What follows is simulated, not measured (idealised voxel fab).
Title: Process Module voxel trench capacitor
We display cut, a cross-section 200 nm in width whose square cells are each 5 nm.
Heads up, the way a cross-section reads in here is a grid of square cells, handed over as bands from the top down, with every band being one or more rows of cells.
Band: top height; bottom height; in nm. Then, left to right: material with width in nm, for each material. "all across": a single material spanning edge to edge. "air": empty space.
Convention: height 0 is the level below which the wafer, as received, is all one material. The lowest band does not terminate at the bottom but continues downward, represented as "0 -> down".
So if you see something like "30 to 40" for the width, read it as the top row of the band sitting at the first number and the bottom row at the second, with every row in between moving by the same amount as the last.
For the purposes of this document, the phrase "left unchanged" attached to a step denotes that no cell within the cross-section was modified by that step.
Look at "Voids, fully enclosed" for the closed voids: empty spaces with no open path to the top, sized 8 cells or up. Each is width x height at distance, distance from the left edge, all nm.
What comes after the settings on a step's line is commentary from the simulator itself on that step.
The "overlay nm" setting may appear on a step's line; for a step that uses a mask, it gives how far to the right of its planned position the mask lay, and a negative value indicates the left.

These are the steps we planned for the process
1) RECEIVE,material Si
2) CONFORMAL_DEP,material SiN,thk nm 5
3) DIRECTIONAL_DEP,material aC,thk nm 10
4) PATTERN,tone open,mask id TRENCH,material resist,width nm 25,pitch nm 55,thk nm 30,overlay nm 0
5) DIRECTIONAL_ETCH,etch materials aC,depth nm 10
6) STRIP,etch materials resist
7) DIRECTIONAL_ETCH,etch materials SiN,depth nm 5
8) DIRECTIONAL_ETCH,etch materials Si,depth nm 35
9) STRIP,etch materials aC
10) CONFORMAL_DEP,material Al2O3,thk nm 5
11) FILL_DEP,material polySi,thk nm 5
12) CMP,height nm 5

As received (post step 1): cross-section
	0 -> down | Si all across
	Voids, fully enclosed: none

First of two wafers: cross-section at end of module, run per plan
	5 -> 0 | 60 of SiN, 5 of Al2O3, 15 of polySi, 5 of Al2O3, 30 of SiN, 5 of Al2O3, 15 of polySi, 5 of Al2O3, 60 of SiN
	0 -> -30 | 60 of Si, 5 of Al2O3, 15 of polySi, 5 of Al2O3, 30 of Si, 5 of Al2O3, 15 of polySi, 5 of Al2O3, 60 of Si
	-30 -> -35 | 60 of Si, 25 of Al2O3, 30 of Si, 25 of Al2O3, 60 of Si
	-35 -> down | Si all across
	Voids, fully enclosed: none

Wafer two cross-section, module end. Start and plan unchanged from wafer one; one mistake made during the run
	5 -> 0 | 60 of SiN, 5 of Al2O3, 15 of SiN, 5 of Al2O3, 30 of SiN, 5 of Al2O3, 15 of SiN, 5 of Al2O3, 60 of SiN
	0 -> -30 | 60 of Si, 5 of Al2O3, 15 of SiN, 5 of Al2O3, 30 of Si, 5 of Al2O3, 15 of SiN, 5 of Al2O3, 60 of Si
	-30 -> -35 | 60 of Si, 25 of Al2O3, 30 of Si, 25 of Al2O3, 60 of Si
	-35 -> down | Si all across
	Voids, fully enclosed: none
In executing the process, a mistake was made relative to the plan: for step 11, the planned setting was not used; the step was instead run as FILL_DEP,material SiN,thk nm 5
Wafer comparison, final, in cells, second relative to first, materials more or fewer: SiN: 42 more, polySi: 42 fewer
